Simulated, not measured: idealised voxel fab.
Herein follows the process module entitled voxel capacitor over wiring.
Xsec cut, 260 nm wide, square cell size 5 nm.
We lay out every cross-section as a grid of square cells and spell it out in bands from the top down, where one band means one or more rows of cells. It is stipulated that each band's entry specify, in nanometres, the height of the top of the band and then that of its bottom, followed by the materials of the band in left-to-right sequence, each together with its width in nanometres. A single material marked by the word "everywhere" is understood to fill the band from edge to edge; the word "blank" is understood to denote empty space. Heads up on the height convention: 0 is the point under which the incoming wafer is all one material, and the lowest band has no bottom, it just keeps going down, like "0 -> down". The expression "30 to 40" gives the width at the extremes of the band, the first number at its top row of cells and the second at its bottom row, with the width changing by equal amounts from each row to the next in between. Where a step carries "left unchanged", the cross-section came out of it unchanged, cell for cell. Heads up: "Catalogued sealed voids" only lists the empty pockets with no open path to the top that are 8 cells or more, and it writes them as width x height at distance, distance from the left edge, in nm. On a step's line, text after the settings is the simulator commenting on that step. "overlay nm" on a masked step: distance the mask lay right of its planned place, negative for left. Everything after this point is organized in pairs: a cross-section before one process step, a cross-section after it that shows only as deep as the lowest changed band, and, under the pair, the intervening step with its settings. Because different runs of this module on the same starting wafer can supply different pairs, a pair continues from the pair above it only if its entry headed "Before processing" says so.

Before processing:
	0 -> down  Si everywhere
	Catalogued sealed voids: none

State After Step:
	10 -> 0  SiO2 everywhere
	Whatever lies below 0 is exactly as it was before.
	Catalogued sealed voids: none
What was done to get from the before section above to the after section? CONFORMAL_DEP [material SiO2] [thk nm 10]

Before processing: This step starts from the configuration shown after the step in the pair immediately above.

State After Step:
	15 -> 10  SiN everywhere
	Whatever lies below 10 is exactly as it was before.
	Catalogued sealed voids: none
What was done to get from the before section above to the after section? CONFORMAL_DEP [material SiN] [thk nm 5]

Before processing: This step starts from the configuration shown after the step in the pair immediately above.

State After Step:
	30 -> 15  lowk everywhere
	Whatever lies below 15 is exactly as it was before.
	Catalogued sealed voids: none
What was done to get from the before section above to the after section? DIRECTIONAL_DEP [material lowk] [thk nm 15]

Before processing: This step starts from the configuration shown after the step in the pair immediately above.

State After Step:
	45 -> 30  resist=70, blank=30, resist=60, blank=30, resist=70
	Whatever lies below 30 is exactly as it was before.
	Catalogued sealed voids: none
What was done to get from the before section above to the after section? PATTERN [tone open] [mask id METAL_1] [material resist] [width nm 30] [pitch nm 90] [thk nm 15] [overlay nm 0]

Before processing: This step starts from the configuration shown after the step in the pair immediately above.

State After Step:
	45 -> 30  resist=70, blank=30, resist=60, blank=30, resist=70
	30 -> 15  lowk=70, blank=30, lowk=60, blank=30, lowk=70
	Whatever lies below 15 is exactly as it was before.
	Catalogued sealed voids: none
What was done to get from the before section above to the after section? DIRECTIONAL_ETCH [etch materials lowk] [depth nm 15]

Before processing: This step starts from the configuration shown after the step in the pair immediately above.

State After Step:
	45 -> 30  resist=70, blank=30, resist=60, blank=30, resist=70
	30 -> 15  lowk=70, blank=30, lowk=60, blank=30, lowk=70
	15 -> 10  SiN=70, blank=30, SiN=60, blank=30, SiN=70
	Whatever lies below 10 is exactly as it was before.
	Catalogued sealed voids: none
What was done to get from the before section above to the after section? DIRECTIONAL_ETCH [etch materials SiN] [depth nm 5]

Before processing: This step starts from the configuration shown after the step in the pair immediately above.

State After Step:
	30 -> 15  lowk=70, blank=30, lowk=60, blank=30, lowk=70
	Whatever lies below 15 is exactly as it was before.
	Catalogued sealed voids: none
What was done to get from the before section above to the after section? STRIP [etch materials resist]

Before processing: This step starts from the configuration shown after the step in the pair immediately above.

State After Step:
	35 -> 30  TiN=75, blank=20, TiN=70, blank=20, TiN=75
	30 -> 15  lowk=70, TiN=5, blank=20, TiN=5, lowk=60, TiN=5, blank=20, TiN=5, lowk=70
	15 -> 10  SiN=70, TiN=30, SiN=60, TiN=30, SiN=70
	Whatever lies below 10 is exactly as it was before.
	Catalogued sealed voids: none
What was done to get from the before section above to the after section? CONFORMAL_DEP [material TiN] [thk nm 5]

Before processing: This step starts from the configuration shown after the step in the pair immediately above.

State After Step:
	45 -> 35  Cu everywhere
	35 -> 30  TiN=75, Cu=20, TiN=70, Cu=20, TiN=75
	30 -> 15  lowk=70, TiN=5, Cu=20, TiN=5, lowk=60, TiN=5, Cu=20, TiN=5, lowk=70
	Whatever lies below 15 is exactly as it was before.
	Catalogued sealed voids: none
What was done to get from the before section above to the after section? FILL_DEP [material Cu] [thk nm 10]

Before processing: This step starts from the configuration shown after the step in the pair immediately above.

State After Step:
	30 -> 15  lowk=70, TiN=5, Cu=20, TiN=5, lowk=60, TiN=5, Cu=20, TiN=5, lowk=70
	Whatever lies below 15 is exactly as it was before.
	Catalogued sealed voids: none
What was done to get from the before section above to the after section? CMP [height nm 30]

Before processing: This step starts from the configuration shown after the step in the pair immediately above.

State After Step:
	35 -> 30  SiCN everywhere
	Whatever lies below 30 is exactly as it was before.
	Catalogued sealed voids: none
What was done to get from the before section above to the after section? CONFORMAL_DEP [material SiCN] [thk nm 5]

Before processing: This step starts from the configuration shown after the step in the pair immediately above.

State After Step:
	45 -> 35  SiO2 everywhere
	Whatever lies below 35 is exactly as it was before.
	Catalogued sealed voids: none
What was done to get from the before section above to the after section? DIRECTIONAL_DEP [material SiO2] [thk nm 10]

Before processing: This step starts from the configuration shown after the step in the pair immediately above.

State After Step:
	45 -> 35  SiO2=85, blank=15, SiO2=160
	Whatever lies below 35 is exactly as it was before.
	Catalogued sealed voids: none
What was done to get from the before section above to the after section? MASKED_ETCH [tone open] [mask id PLUG_1] [width nm 15] [etch materials SiO2] [depth nm 10] [overlay nm 0]

Before processing: This step starts from the configuration shown after the step in the pair immediately above.

State After Step:
	45 -> 35  SiO2=85, blank=15, SiO2=160
	35 -> 30  SiCN=85, blank=15, SiCN=160
	Whatever lies below 30 is exactly as it was before.
	Catalogued sealed voids: none
What was done to get from the before section above to the after section? MASKED_ETCH [tone open] [mask id PLUG_1] [width nm 15] [etch materials SiCN] [depth nm 5] [overlay nm 0]

Before processing: This step starts from the configuration shown after the step in the pair immediately above.

State After Step:
	45 -> 40  SiO2=85, blank=15, SiO2=160
	40 -> 35  SiO2=85, Ru=15, SiO2=160
	35 -> 30  SiCN=85, Ru=15, SiCN=160
	Whatever lies below 30 is exactly as it was before.
	Catalogued sealed voids: none
What was done to get from the before section above to the after section? EPI [material Ru] [thk nm 10]

Before processing: This step starts from the configuration shown after the step in the pair immediately above.

State After Step:
	45 -> 35  SiO2=85, Ru=15, SiO2=160
	Whatever lies below 35 is exactly as it was before.
	Catalogued sealed voids: none
What was done to get from the before section above to the after section? EPI [material Ru] [thk nm 5]

Before processing: This step starts from the configuration shown after the step in the pair immediately above.

State After Step:
	55 -> 45  TiN everywhere
	Whatever lies below 45 is exactly as it was before.
	Catalogued sealed voids: none
What was done to get from the before section above to the after section? DIRECTIONAL_DEP [material TiN] [thk nm 10]

Before processing: This step starts from the configuration shown after the step in the pair immediately above.

State After Step:
	60 -> 55  HfO2 everywhere
	Whatever lies below 55 is exactly as it was before.
	Catalogued sealed voids: none
What was done to get from the before section above to the after section? DIRECTIONAL_DEP [material HfO2] [thk nm 5]

Before processing: This step starts from the configuration shown after the step in the pair immediately above.

State After Step:
	65 -> 60  TiN everywhere
	Whatever lies below 60 is exactly as it was before.
	Catalogued sealed voids: none
What was done to get from the before section above to the after section? DIRECTIONAL_DEP [material TiN] [thk nm 5]

Before processing: This step starts from the configuration shown after the step in the pair immediately above.

State After Step:
	80 -> 65  blank=85, resist=65, blank=110
	Whatever lies below 65 is exactly as it was before.
	Catalogued sealed voids: none
What was done to get from the before section above to the after section? PATTERN [tone cover] [mask id UPPER_PLATE] [material resist] [width nm 65] [thk nm 15] [overlay nm 0]

Before processing: This step starts from the configuration shown after the step in the pair immediately above.

State After Step:
	80 -> 65  blank=85, resist=65, blank=110
	65 -> 60  blank=85, TiN=65, blank=110
	Whatever lies below 60 is exactly as it was before.
	Catalogued sealed voids: none
What was done to get from the before section above to the after section? DIRECTIONAL_ETCH [etch materials TiN] [depth nm 5]

Before processing: This step starts from the configuration shown after the step in the pair immediately above.

State After Step:
	80 -> 65  blank=85, resist=65, blank=110
	65 -> 60  blank=85, TiN=65, blank=110
	60 -> 55  blank=85, HfO2=65, blank=110
	Whatever lies below 55 is exactly as it was before.
	Catalogued sealed voids: none
What was done to get from the before section above to the after section? DIRECTIONAL_ETCH [etch materials HfO2] [depth nm 5]

Before processing: This step starts from the configuration shown after the step in the pair immediately above.

State After Step:
	65 -> 60  blank=85, TiN=65, blank=110
	Whatever lies below 60 is exactly as it was before.
	Catalogued sealed voids: none
What was done to get from the before section above to the after section? STRIP [etch materials resist]

Before processing: This step starts from the configuration shown after the step in the pair immediately above.

State After Step:
	80 -> 70  blank=85, aC=65, blank=110
	70 -> 65  aC everywhere
	65 -> 60  aC=85, TiN=65, aC=110
	60 -> 55  aC=85, HfO2=65, aC=110
	Whatever lies below 55 is exactly as it was before.
	Catalogued sealed voids: none
What was done to get from the before section above to the after section? DIRECTIONAL_DEP [material aC] [thk nm 15]

Before processing: This step starts from the configuration shown after the step in the pair immediately above.

State After Step:
	115 -> 80  blank=80, resist=75, blank=105
	80 -> 70  blank=80, resist=5, aC=65, resist=5, blank=105
	Whatever lies below 70 is exactly as it was before.
	Catalogued sealed voids: none
What was done to get from the before section above to the after section? PATTERN [tone cover] [mask id LOWER_PLATE] [material resist] [width nm 75] [thk nm 35] [overlay nm 0]

Before processing: This step starts from the configuration shown after the step in the pair immediately above.

State After Step:
	100 -> 80  blank=80, resist=75, blank=105
	80 -> 70  blank=80, resist=5, aC=65, resist=5, blank=105
	70 -> 65  blank=80, aC=75, blank=105
	65 -> 60  blank=80, aC=5, TiN=65, aC=5, blank=105
	60 -> 55  blank=80, aC=5, HfO2=65, aC=5, blank=105
	Whatever lies below 55 is exactly as it was before.
	Catalogued sealed voids: none
What was done to get from the before section above to the after section? DIRECTIONAL_ETCH [etch materials aC] [depth nm 15]

Before processing: This step starts from the configuration shown after the step in the pair immediately above.

State After Step:
	80 -> 70  blank=85, aC=65, blank=110
	Whatever lies below 70 is exactly as it was before.
	Catalogued sealed voids: none
What was done to get from the before section above to the after section? STRIP [etch materials resist]

Before processing: This step starts from the configuration shown after the step in the pair immediately above.

State After Step:
	80 -> 70  blank=85, aC=65, blank=110
	70 -> 65  blank=80, aC=75, blank=105
	65 -> 60  blank=80, aC=5, TiN=65, aC=5, blank=105
	60 -> 55  blank=80, aC=5, HfO2=65, aC=5, blank=105
	55 -> 45  blank=80, TiN=75, blank=105
	Whatever lies below 45 is exactly as it was before.
	Catalogued sealed voids: none
What was done to get from the before section above to the after section? DIRECTIONAL_ETCH [etch materials TiN] [depth nm 10]

Before processing: This step starts from the configuration shown after the step in the pair immediately above.

State After Step:
	65 -> 60  blank=85, TiN=65, blank=110
	60 -> 55  blank=85, HfO2=65, blank=110
	Whatever lies below 55 is exactly as it was before.
	Catalogued sealed voids: none
What was done to get from the before section above to the after section? STRIP [etch materials aC]

Before processing: This step starts from the configuration shown after the step in the pair immediately above.

State After Step:
	80 -> 65  SiO2 everywhere
	65 -> 60  SiO2=85, TiN=65, SiO2=110
	60 -> 55  SiO2=85, HfO2=65, SiO2=110
	55 -> 45  SiO2=80, TiN=75, SiO2=105
	Whatever lies below 45 is exactly as it was before.
	Catalogued sealed voids: none
What was done to get from the before section above to the after section? FILL_DEP [material SiO2] [thk nm 15]

Before processing: This step starts from the configuration shown after the step in the pair immediately above.

State After Step:
	75 -> 65  SiO2 everywhere
	Whatever lies below 65 is exactly as it was before.
	Catalogued sealed voids: none
What was done to get from the before section above to the after section? CMP [height nm 75]

Before processing: This step starts from the configuration shown after the step in the pair immediately above.

State After Step:
	90 -> 75  resist=95, blank=15, resist=150
	Whatever lies below 75 is exactly as it was before.
	Catalogued sealed voids: none
What was done to get from the before section above to the after section? PATTERN [tone open] [mask id PLUG_2] [material resist] [width nm 15] [thk nm 15] [overlay nm 0]

Before processing: This step starts from the configuration shown after the step in the pair immediately above.

State After Step:
	90 -> 75  resist=95, blank=15, resist=150
	75 -> 65  SiO2=95, blank=15, SiO2=150
	Whatever lies below 65 is exactly as it was before.
	Catalogued sealed voids: none
What was done to get from the before section above to the after section? DIRECTIONAL_ETCH [etch materials SiO2] [depth nm 10]

Before processing: This step starts from the configuration shown after the step in the pair immediately above.

State After Step:
	75 -> 65  SiO2=95, blank=15, SiO2=150
	Whatever lies below 65 is exactly as it was before.
	Catalogued sealed voids: none
What was done to get from the before section above to the after section? STRIP [etch materials resist]

Before processing: This step starts from the configuration shown after the step in the pair immediately above.

State After Step:
	80 -> 75  TiN=100, blank=5, TiN=155
	75 -> 70  SiO2=95, TiN=5, blank=5, TiN=5, SiO2=150
	70 -> 60  SiO2=95 to 85, TiN=15 to 65, SiO2=150 to 110
	Whatever lies below 60 is exactly as it was before.
	Catalogued sealed voids: none
What was done to get from the before section above to the after section? CONFORMAL_DEP [material TiN] [thk nm 5]

Before processing: This step starts from the configuration shown after the step in the pair immediately above.

State After Step:
	90 -> 80  Cu everywhere
	80 -> 75  TiN=100, Cu=5, TiN=155
	75 -> 70  SiO2=95, TiN=5, Cu=5, TiN=5, SiO2=150
	Whatever lies below 70 is exactly as it was before.
	Catalogued sealed voids: none
What was done to get from the before section above to the after section? FILL_DEP [material Cu] [thk nm 10]

Before processing: This step starts from the configuration shown after the step in the pair immediately above.

State After Step:
	75 -> 70  SiO2=95, TiN=5, Cu=5, TiN=5, SiO2=150
	Whatever lies below 70 is exactly as it was before.
	Catalogued sealed voids: none
What was done to get from the before section above to the after section? CMP [height nm 75]

Before processing: This step starts from the configuration shown after the step in the pair immediately above.

State After Step:
	80 -> 75  SiN everywhere
	Whatever lies below 75 is exactly as it was before.
	Catalogued sealed voids: none
What was done to get from the before section above to the after section? CONFORMAL_DEP [material SiN] [thk nm 5]

Before processing:
	10 -> 0  SiO2 everywhere
	0 -> down  Si everywhere
	Catalogued sealed voids: none

State After Step:
	25 -> 10  lowk everywhere
	Whatever lies below 10 is exactly as it was before.
	Catalogued sealed voids: none
What was done to get from the before section above to the after section? DIRECTIONAL_DEP [material lowk] [thk nm 15]

Before processing: This step starts from the configuration shown after the step in the pair immediately above.

State After Step:
	40 -> 25  resist=70, blank=30, resist=60, blank=30, resist=70
	Whatever lies below 25 is exactly as it was before.
	Catalogued sealed voids: none
What was done to get from the before section above to the after section? PATTERN [tone open] [mask id METAL_1] [material resist] [width nm 30] [pitch nm 90] [thk nm 15] [overlay nm 0]

Before processing: This step starts from the configuration shown after the step in the pair immediately above.

State After Step:
	40 -> 25  resist=70, blank=30, resist=60, blank=30, resist=70
	25 -> 10  lowk=70, blank=30, lowk=60, blank=30, lowk=70
	Whatever lies below 10 is exactly as it was before.
	Catalogued sealed voids: none
What was done to get from the before section above to the after section? DIRECTIONAL_ETCH [etch materials lowk] [depth nm 15]

Before processing: This step starts from the configuration shown after the step in the pair immediately above.

State After Step:
	25 -> 10  lowk=70, blank=30, lowk=60, blank=30, lowk=70
	Whatever lies below 10 is exactly as it was before.
	Catalogued sealed voids: none
What was done to get from the before section above to the after section? STRIP [etch materials resist]

Before processing: This step starts from the configuration shown after the step in the pair immediately above.

State After Step:
	30 -> 25  TiN=75, blank=20, TiN=70, blank=20, TiN=75
	25 -> 15  lowk=70, TiN=5, blank=20, TiN=5, lowk=60, TiN=5, blank=20, TiN=5, lowk=70
	15 -> 10  lowk=70, TiN=30, lowk=60, TiN=30, lowk=70
	Whatever lies below 10 is exactly as it was before.
	Catalogued sealed voids: none
What was done to get from the before section above to the after section? CONFORMAL_DEP [material TiN] [thk nm 5]

Before processing: This step starts from the configuration shown after the step in the pair immediately above.

State After Step:
	40 -> 30  Cu everywhere
	30 -> 25  TiN=75, Cu=20, TiN=70, Cu=20, TiN=75
	25 -> 15  lowk=70, TiN=5, Cu=20, TiN=5, lowk=60, TiN=5, Cu=20, TiN=5, lowk=70
	Whatever lies below 15 is exactly as it was before.
	Catalogued sealed voids: none
What was done to get from the before section above to the after section? FILL_DEP [material Cu] [thk nm 10]

Before processing: This step starts from the configuration shown after the step in the pair immediately above.

State After Step:
	30 -> 25  TiN=75, Cu=20, TiN=70, Cu=20, TiN=75
	Whatever lies below 25 is exactly as it was before.
	Catalogued sealed voids: none
What was done to get from the before section above to the after section? CMP [height nm 30]

Before processing: This step starts from the configuration shown after the step in the pair immediately above.

State After Step:
	35 -> 30  SiCN everywhere
	Whatever lies below 30 is exactly as it was before.
	Catalogued sealed voids: none
What was done to get from the before section above to the after section? CONFORMAL_DEP [material SiCN] [thk nm 5]

Before processing: This step starts from the configuration shown after the step in the pair immediately above.

State After Step:
	45 -> 35  SiO2 everywhere
	Whatever lies below 35 is exactly as it was before.
	Catalogued sealed voids: none
What was done to get from the before section above to the after section? DIRECTIONAL_DEP [material SiO2] [thk nm 10]

Before processing: This step starts from the configuration shown after the step in the pair immediately above.

State After Step:
	45 -> 35  SiO2=85, blank=15, SiO2=160
	Whatever lies below 35 is exactly as it was before.
	Catalogued sealed voids: none
What was done to get from the before section above to the after section? MASKED_ETCH [tone open] [mask id PLUG_1] [width nm 15] [etch materials SiO2] [depth nm 10] [overlay nm 0]

Before processing: This step starts from the configuration shown after the step in the pair immediately above.

State After Step:
	45 -> 35  SiO2=85, blank=15, SiO2=160
	35 -> 30  SiCN=85, blank=15, SiCN=160
	Whatever lies below 30 is exactly as it was before.
	Catalogued sealed voids: none
What was done to get from the before section above to the after section? MASKED_ETCH [tone open] [mask id PLUG_1] [width nm 15] [etch materials SiCN] [depth nm 5] [overlay nm 0]

Before processing: This step starts from the configuration shown after the step in the pair immediately above.

State After Step:
	45 -> 40  SiO2=85, blank=15, SiO2=160
	40 -> 35  SiO2=85, Ru=15, SiO2=160
	35 -> 30  SiCN=85, Ru=15, SiCN=160
	Whatever lies below 30 is exactly as it was before.
	Catalogued sealed voids: none
What was done to get from the before section above to the after section? EPI [material Ru] [thk nm 10]

Before processing: This step starts from the configuration shown after the step in the pair immediately above.

State After Step:
	45 -> 35  SiO2=85, Ru=15, SiO2=160
	Whatever lies below 35 is exactly as it was before.
	Catalogued sealed voids: none
What was done to get from the before section above to the after section? EPI [material Ru] [thk nm 5]

Before processing: This step starts from the configuration shown after the step in the pair immediately above.

State After Step:
	55 -> 45  TiN everywhere
	Whatever lies below 45 is exactly as it was before.
	Catalogued sealed voids: none
What was done to get from the before section above to the after section? DIRECTIONAL_DEP [material TiN] [thk nm 10]

Before processing: This step starts from the configuration shown after the step in the pair immediately above.

State After Step:
	60 -> 55  HfO2 everywhere
	Whatever lies below 55 is exactly as it was before.
	Catalogued sealed voids: none
What was done to get from the before section above to the after section? DIRECTIONAL_DEP [material HfO2] [thk nm 5]

Before processing: This step starts from the configuration shown after the step in the pair immediately above.

State After Step:
	65 -> 60  TiN everywhere
	Whatever lies below 60 is exactly as it was before.
	Catalogued sealed voids: none
What was done to get from the before section above to the after section? DIRECTIONAL_DEP [material TiN] [thk nm 5]

Before processing: This step starts from the configuration shown after the step in the pair immediately above.

State After Step:
	80 -> 65  blank=85, resist=65, blank=110
	Whatever lies below 65 is exactly as it was before.
	Catalogued sealed voids: none
What was done to get from the before section above to the after section? PATTERN [tone cover] [mask id UPPER_PLATE] [material resist] [width nm 65] [thk nm 15] [overlay nm 0]

Before processing: This step starts from the configuration shown after the step in the pair immediately above.

State After Step:
	80 -> 65  blank=85, resist=65, blank=110
	65 -> 60  blank=85, TiN=65, blank=110
	Whatever lies below 60 is exactly as it was before.
	Catalogued sealed voids: none
What was done to get from the before section above to the after section? DIRECTIONAL_ETCH [etch materials TiN] [depth nm 5]

Before processing: This step starts from the configuration shown after the step in the pair immediately above.

State After Step:
	80 -> 65  blank=85, resist=65, blank=110
	65 -> 60  blank=85, TiN=65, blank=110
	60 -> 55  blank=85, HfO2=65, blank=110
	Whatever lies below 55 is exactly as it was before.
	Catalogued sealed voids: none
What was done to get from the before section above to the after section? DIRECTIONAL_ETCH [etch materials HfO2] [depth nm 5]

Before processing: This step starts from the configuration shown after the step in the pair immediately above.

State After Step:
	65 -> 60  blank=85, TiN=65, blank=110
	Whatever lies below 60 is exactly as it was before.
	Catalogued sealed voids: none
What was done to get from the before section above to the after section? STRIP [etch materials resist]

Before processing: This step starts from the configuration shown after the step in the pair immediately above.

State After Step:
	80 -> 70  blank=85, aC=65, blank=110
	70 -> 65  aC everywhere
	65 -> 60  aC=85, TiN=65, aC=110
	60 -> 55  aC=85, HfO2=65, aC=110
	Whatever lies below 55 is exactly as it was before.
	Catalogued sealed voids: none
What was done to get from the before section above to the after section? DIRECTIONAL_DEP [material aC] [thk nm 15]

Before processing: This step starts from the configuration shown after the step in the pair immediately above.

State After Step:
	115 -> 80  blank=80, resist=75, blank=105
	80 -> 70  blank=80, resist=5, aC=65, resist=5, blank=105
	Whatever lies below 70 is exactly as it was before.
	Catalogued sealed voids: none
What was done to get from the before section above to the after section? PATTERN [tone cover] [mask id LOWER_PLATE] [material resist] [width nm 75] [thk nm 35] [overlay nm 0]

Before processing: This step starts from the configuration shown after the step in the pair immediately above.

State After Step:
	100 -> 80  blank=80, resist=75, blank=105
	80 -> 70  blank=80, resist=5, aC=65, resist=5, blank=105
	70 -> 65  blank=80, aC=75, blank=105
	65 -> 60  blank=80, aC=5, TiN=65, aC=5, blank=105
	60 -> 55  blank=80, aC=5, HfO2=65, aC=5, blank=105
	Whatever lies below 55 is exactly as it was before.
	Catalogued sealed voids: none
What was done to get from the before section above to the after section? DIRECTIONAL_ETCH [etch materials aC] [depth nm 15]

Before processing: This step starts from the configuration shown after the step in the pair immediately above.

State After Step:
	80 -> 70  blank=85, aC=65, blank=110
	Whatever lies below 70 is exactly as it was before.
	Catalogued sealed voids: none
What was done to get from the before section above to the after section? STRIP [etch materials resist]

Before processing: This step starts from the configuration shown after the step in the pair immediately above.

State After Step:
	80 -> 70  blank=85, aC=65, blank=110
	70 -> 65  blank=80, aC=75, blank=105
	65 -> 60  blank=80, aC=5, TiN=65, aC=5, blank=105
	60 -> 55  blank=80, aC=5, HfO2=65, aC=5, blank=105
	55 -> 45  blank=80, TiN=75, blank=105
	Whatever lies below 45 is exactly as it was before.
	Catalogued sealed voids: none
What was done to get from the before section above to the after section? DIRECTIONAL_ETCH [etch materials TiN] [depth nm 10]

Before processing: This step starts from the configuration shown after the step in the pair immediately above.

State After Step:
	65 -> 60  blank=85, TiN=65, blank=110
	60 -> 55  blank=85, HfO2=65, blank=110
	Whatever lies below 55 is exactly as it was before.
	Catalogued sealed voids: none
What was done to get from the before section above to the after section? STRIP [etch materials aC]

Before processing: This step starts from the configuration shown after the step in the pair immediately above.

State After Step:
	80 -> 65  SiO2 everywhere
	65 -> 60  SiO2=85, TiN=65, SiO2=110
	60 -> 55  SiO2=85, HfO2=65, SiO2=110
	55 -> 45  SiO2=80, TiN=75, SiO2=105
	Whatever lies below 45 is exactly as it was before.
	Catalogued sealed voids: none
What was done to get from the before section above to the after section? FILL_DEP [material SiO2] [thk nm 15]

Before processing: This step starts from the configuration shown after the step in the pair immediately above.

State After Step:
	75 -> 65  SiO2 everywhere
	Whatever lies below 65 is exactly as it was before.
	Catalogued sealed voids: none
What was done to get from the before section above to the after section? CMP [height nm 75]

Before processing: This step starts from the configuration shown after the step in the pair immediately above.

State After Step:
	90 -> 75  resist=95, blank=15, resist=150
	Whatever lies below 75 is exactly as it was before.
	Catalogued sealed voids: none
What was done to get from the before section above to the after section? PATTERN [tone open] [mask id PLUG_2] [material resist] [width nm 15] [thk nm 15] [overlay nm 0]

Before processing: This step starts from the configuration shown after the step in the pair immediately above.

State After Step:
	90 -> 75  resist=95, blank=15, resist=150
	75 -> 65  SiO2=95, blank=15, SiO2=150
	Whatever lies below 65 is exactly as it was before.
	Catalogued sealed voids: none
What was done to get from the before section above to the after section? DIRECTIONAL_ETCH [etch materials SiO2] [depth nm 10]

Before processing: This step starts from the configuration shown after the step in the pair immediately above.

State After Step:
	75 -> 65  SiO2=95, blank=15, SiO2=150
	Whatever lies below 65 is exactly as it was before.
	Catalogued sealed voids: none
What was done to get from the before section above to the after section? STRIP [etch materials resist]

Before processing: This step starts from the configuration shown after the step in the pair immediately above.

State After Step:
	80 -> 75  TiN=100, blank=5, TiN=155
	75 -> 70  SiO2=95, TiN=5, blank=5, TiN=5, SiO2=150
	70 -> 60  SiO2=95 to 85, TiN=15 to 65, SiO2=150 to 110
	Whatever lies below 60 is exactly as it was before.
	Catalogued sealed voids: none
What was done to get from the before section above to the after section? CONFORMAL_DEP [material TiN] [thk nm 5]

Before processing: This step starts from the configuration shown after the step in the pair immediately above.

State After Step:
	90 -> 80  Cu everywhere
	80 -> 75  TiN=100, Cu=5, TiN=155
	75 -> 70  SiO2=95, TiN=5, Cu=5, TiN=5, SiO2=150
	Whatever lies below 70 is exactly as it was before.
	Catalogued sealed voids: none
What was done to get from the before section above to the after section? FILL_DEP [material Cu] [thk nm 10]

Before processing: This step starts from the configuration shown after the step in the pair immediately above.

State After Step:
	75 -> 70  SiO2=95, TiN=5, Cu=5, TiN=5, SiO2=150
	Whatever lies below 70 is exactly as it was before.
	Catalogued sealed voids: none
What was done to get from the before section above to the after section? CMP [height nm 75]

Before processing: This step starts from the configuration shown after the step in the pair immediately above.

State After Step:
	80 -> 75  SiN everywhere
	Whatever lies below 75 is exactly as it was before.
	Catalogued sealed voids: none
What was done to get from the before section above to the after section? CONFORMAL_DEP [material SiN] [thk nm 5]

Before processing:
	45 -> 40  SiO2=85, blank=15, SiO2=160
	40 -> 35  SiO2=85, Ru=15, SiO2=160
	35 -> 30  SiCN=85, Ru=15, SiCN=160
	30 -> 15  lowk=70, TiN=5, Cu=20, TiN=5, lowk=60, TiN=5, Cu=20, TiN=5, lowk=70
	15 -> 10  SiN=70, TiN=30, SiN=60, TiN=30, SiN=70
	10 -> 0  SiO2 everywhere
	0 -> down  Si everywhere
	Catalogued sealed voids: none

State After Step:
	50 -> 45  blank=80, Ru=25, blank=155
	45 -> 35  SiO2=85, Ru=15, SiO2=160
	Whatever lies below 35 is exactly as it was before.
	Catalogued sealed voids: none
What was done to get from the before section above to the after section? EPI [material Ru] [thk nm 10]

Before processing: This step starts from the configuration shown after the step in the pair immediately above.

State After Step:
	55 -> 45  blank=75, Ru=35, blank=150
	Whatever lies below 45 is exactly as it was before.
	Catalogued sealed voids: none
What was done to get from the before section above to the after section? EPI [material Ru] [thk nm 5]

Before processing: This step starts from the configuration shown after the step in the pair immediately above.

State After Step:
	65 -> 55  blank=75, TiN=35, blank=150
	55 -> 45  TiN=75, Ru=35, TiN=150
	Whatever lies below 45 is exactly as it was before.
	Catalogued sealed voids: none
What was done to get from the before section above to the after section? DIRECTIONAL_DEP [material TiN] [thk nm 10]

Before processing: This step starts from the configuration shown after the step in the pair immediately above.

State After Step:
	70 -> 65  blank=75, HfO2=35, blank=150
	65 -> 60  blank=75, TiN=35, blank=150
	60 -> 55  HfO2=75, TiN=35, HfO2=150
	Whatever lies below 55 is exactly as it was before.
	Catalogued sealed voids: none
What was done to get from the before section above to the after section? DIRECTIONAL_DEP [material HfO2] [thk nm 5]

Before processing: This step starts from the configuration shown after the step in the pair immediately above.

State After Step:
	75 -> 70  blank=75, TiN=35, blank=150
	70 -> 65  blank=75, HfO2=35, blank=150
	65 -> 60  TiN everywhere
	Whatever lies below 60 is exactly as it was before.
	Catalogued sealed voids: none
What was done to get from the before section above to the after section? DIRECTIONAL_DEP [material TiN] [thk nm 5]

Before processing: This step starts from the configuration shown after the step in the pair immediately above.

State After Step:
	90 -> 75  blank=85, resist=65, blank=110
	75 -> 70  blank=75, TiN=35, resist=40, blank=110
	70 -> 65  blank=75, HfO2=35, resist=40, blank=110
	Whatever lies below 65 is exactly as it was before.
	Catalogued sealed voids: none
What was done to get from the before section above to the after section? PATTERN [tone cover] [mask id UPPER_PLATE] [material resist] [width nm 65] [thk nm 15] [overlay nm 0]

Before processing: This step starts from the configuration shown after the step in the pair immediately above.

State After Step:
	90 -> 75  blank=85, resist=65, blank=110
	75 -> 70  blank=85, TiN=25, resist=40, blank=110
	70 -> 65  blank=75, HfO2=35, resist=40, blank=110
	65 -> 60  blank=75, TiN=75, blank=110
	Whatever lies below 60 is exactly as it was before.
	Catalogued sealed voids: none
What was done to get from the before section above to the after section? DIRECTIONAL_ETCH [etch materials TiN] [depth nm 5]

Before processing: This step starts from the configuration shown after the step in the pair immediately above.

State After Step:
	90 -> 75  blank=85, resist=65, blank=110
	75 -> 70  blank=85, TiN=25, resist=40, blank=110
	70 -> 65  blank=85, HfO2=25, resist=40, blank=110
	65 -> 60  blank=75, TiN=75, blank=110
	60 -> 55  blank=75, TiN=35, HfO2=40, blank=110
	Whatever lies below 55 is exactly as it was before.
	Catalogued sealed voids: none
What was done to get from the before section above to the after section? DIRECTIONAL_ETCH [etch materials HfO2] [depth nm 5]

Before processing: This step starts from the configuration shown after the step in the pair immediately above.

State After Step:
	75 -> 70  blank=85, TiN=25, blank=150
	70 -> 65  blank=85, HfO2=25, blank=150
	Whatever lies below 65 is exactly as it was before.
	Catalogued sealed voids: none
What was done to get from the before section above to the after section? STRIP [etch materials resist]

Before processing: This step starts from the configuration shown after the step in the pair immediately above.

State After Step:
	90 -> 80  blank=85, aC=25, blank=150
	80 -> 75  blank=75, aC=75, blank=110
	75 -> 70  blank=75, aC=10, TiN=25, aC=40, blank=110
	70 -> 65  aC=85, HfO2=25, aC=150
	65 -> 60  aC=75, TiN=75, aC=110
	60 -> 55  aC=75, TiN=35, HfO2=40, aC=110
	Whatever lies below 55 is exactly as it was before.
	Catalogued sealed voids: none
What was done to get from the before section above to the after section? DIRECTIONAL_DEP [material aC] [thk nm 15]

Before processing: This step starts from the configuration shown after the step in the pair immediately above.

State After Step:
	125 -> 90  blank=80, resist=75, blank=105
	90 -> 80  blank=80, resist=5, aC=25, resist=45, blank=105
	80 -> 75  blank=75, aC=75, resist=5, blank=105
	75 -> 70  blank=75, aC=10, TiN=25, aC=40, resist=5, blank=105
	Whatever lies below 70 is exactly as it was before.
	Catalogued sealed voids: none
What was done to get from the before section above to the after section? PATTERN [tone cover] [mask id LOWER_PLATE] [material resist] [width nm 75] [thk nm 35] [overlay nm 0]
